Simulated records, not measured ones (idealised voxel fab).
This is a process module. Its name is voxel wiring stack.
FYI the section here is cut, 180 nm wide, cells are 5 nm squares.
If you're reading a cross-section in this doc, picture square cells in a grid; it comes to you as bands, top ones listed first down to the bottom, and a band can be one or more rows of cells. For a band, the entry starts with two heights in nm, that of the top and then that of the bottom, and carries on with the band's materials in order from left to right, each alongside its width in nm; the word "everywhere" beside a single material means it fills the band edge to edge, and "air" means empty space. Basically, 0 is our baseline, since under it the wafer straight out of the box is all one material. The bottom band has no lower end and keeps on going down, so it looks like "0 -> down". Per-row width for "30->40": begins at first number (top row of band), ends at second number (bottom row), increment between rows held constant. "nothing was modified" for a step: no cell of the cross-section changed in that step. Look at "closed voids" for the closed voids: empty spaces with no open path to the top, sized 8 cells or up. Each is width x height at distance, distance from the left edge, all nm. Step line, after settings: the simulator's comment on this step. overlay nm: mask offset rightward from planned place, masked step; negative means leftward offset.

# Below is the list of planned process steps
step 1: op RECEIVE | material Si
step 2: op CONFORMAL_DEP | material SiO2 | thk nm 10
step 3: op DIRECTIONAL_DEP | material TiN | thk nm 5
step 4: op DIRECTIONAL_DEP | material W | thk nm 20
step 5: op MASKED_ETCH | tone cover | mask id METAL_1 | width nm 25 | pitch nm 45 | etch materials W | depth nm 20 | overlay nm 0
step 6: op MASKED_ETCH | tone cover | mask id METAL_1 | width nm 25 | pitch nm 45 | etch materials TiN | depth nm 5 | overlay nm 0
step 7: op FILL_DEP | material SiO2 | thk nm 5
step 8: op CMP | height nm 35
step 9: op CONFORMAL_DEP | material SiCN | thk nm 5
step 10: op DIRECTIONAL_DEP | material lowk | thk nm 25
step 11: op DIRECTIONAL_DEP | material aC | thk nm 15
step 12: op PATTERN | tone open | mask id METAL_2_HOLES | material resist | width nm 15 | pitch nm 45 | thk nm 30 | overlay nm 0
step 13: op DIRECTIONAL_ETCH | etch materials aC | depth nm 15
step 14: op STRIP | etch materials resist
step 15: op DIRECTIONAL_ETCH | etch materials lowk | depth nm 25
step 16: op STRIP | etch materials aC
step 17: op PATTERN | tone open | mask id METAL_2 | material resist | width nm 25 | pitch nm 45 | thk nm 15 | overlay nm 0
step 18: op DIRECTIONAL_ETCH | etch materials lowk | depth nm 15
step 19: op DIRECTIONAL_ETCH | etch materials SiCN | depth nm 5
step 20: op STRIP | etch materials resist
step 21: op CONFORMAL_DEP | material TiN | thk nm 5
step 22: op FILL_DEP | material Cu | thk nm 10
step 23: op CMP | height nm 65
step 24: op CONFORMAL_DEP | material SiCN | thk nm 5
step 25: op DIRECTIONAL_DEP | material SiO2 | thk nm 25
step 26: op MASKED_ETCH | tone open | mask id METAL_3_HOLES | width nm 15 | pitch nm 45 | etch materials SiO2 | depth nm 25 | overlay nm 0
step 27: op DIRECTIONAL_DEP | material aC | thk nm 15
step 28: op PATTERN | tone open | mask id METAL_3 | material resist | width nm 25 | pitch nm 45 | thk nm 30 | overlay nm 0
step 29: op DIRECTIONAL_ETCH | etch materials aC | depth nm 15
step 30: op STRIP | etch materials resist
step 31: op DIRECTIONAL_ETCH | etch materials SiO2 | depth nm 15
step 32: op DIRECTIONAL_ETCH | etch materials SiCN | depth nm 5
step 33: op STRIP | etch materials aC
step 34: op CONFORMAL_DEP | material TiN | thk nm 5
step 35: op FILL_DEP | material Cu | thk nm 5
step 36: op CMP | height nm 95
step 37: op CONFORMAL_DEP | material SiCN | thk nm 5

# Incoming wafer, cross-sectional view, post step 1
	0 -> down = Si everywhere
	closed voids: none

# Cross-section: first of two wafers, module finished, run according to plan
	100 -> 95 = SiCN everywhere
	95 -> 85 = SiO2 55; TiN 5; Cu 15; TiN 5; SiO2 20; TiN 5; Cu 15; TiN 5; SiO2 55
	85 -> 80 = SiO2 55; TiN 5; Cu 5; TiN 15; SiO2 20; TiN 5; Cu 5; TiN 15; SiO2 55
	80 -> 70 = SiO2 55; TiN 5; Cu 5; TiN 5; SiO2 30; TiN 5; Cu 5; TiN 5; SiO2 65
	70 -> 65 = SiCN 55; TiN 15; SiCN 30; TiN 15; SiCN 65
	65 -> 55 = lowk 55; TiN 5; Cu 15; TiN 5; lowk 20; TiN 5; Cu 15; TiN 5; lowk 55
	55 -> 50 = lowk 55; TiN 5; Cu 5; TiN 15; lowk 20; TiN 5; Cu 5; TiN 15; lowk 55
	50 -> 40 = lowk 55; TiN 5; Cu 5; TiN 5; lowk 30; TiN 5; Cu 5; TiN 5; lowk 65
	40 -> 35 = SiCN 55; TiN 15; SiCN 30; TiN 15; SiCN 65
	35 -> 15 = SiO2 55; W 25; SiO2 20; W 25; SiO2 55
	15 -> 10 = SiO2 55; TiN 25; SiO2 20; TiN 25; SiO2 55
	10 -> 0 = SiO2 everywhere
	0 -> down = Si everywhere
	closed voids: none

# Presented here is a cross-section of the second of the two wafers as it stood at the end of the module. It was started in the same manner and assigned the same plan as the first wafer; however, one mistake was made in its execution
	100 -> 95 = SiCN everywhere
	95 -> 85 = SiO2 55; TiN 5; Cu 5; TiN 5; SiO2 30; TiN 5; Cu 5; TiN 5; SiO2 65
	85 -> 80 = SiO2 55; TiN 15; SiO2 30; TiN 15; SiO2 65
	80 -> 70 = SiO2 everywhere
	70 -> 65 = SiCN everywhere
	65 -> 55 = lowk 55; TiN 5; Cu 15; TiN 5; lowk 20; TiN 5; Cu 15; TiN 5; lowk 55
	55 -> 50 = lowk 55; TiN 5; Cu 5; TiN 15; lowk 20; TiN 5; Cu 5; TiN 15; lowk 55
	50 -> 40 = lowk 55; TiN 5; Cu 5; TiN 5; lowk 30; TiN 5; Cu 5; TiN 5; lowk 65
	40 -> 35 = SiCN 55; TiN 15; SiCN 30; TiN 15; SiCN 65
	35 -> 15 = SiO2 55; W 25; SiO2 20; W 25; SiO2 55
	15 -> 10 = SiO2 55; TiN 25; SiO2 20; TiN 25; SiO2 55
	10 -> 0 = SiO2 everywhere
	0 -> down = Si everywhere
	closed voids: none
Diagnosis: step 25 from the plan got run twice
End check, counted in cells, second wafer has more or fewer of these materials than the first: -14 Cu, +6 SiCN, +24 SiO2, -16 TiN
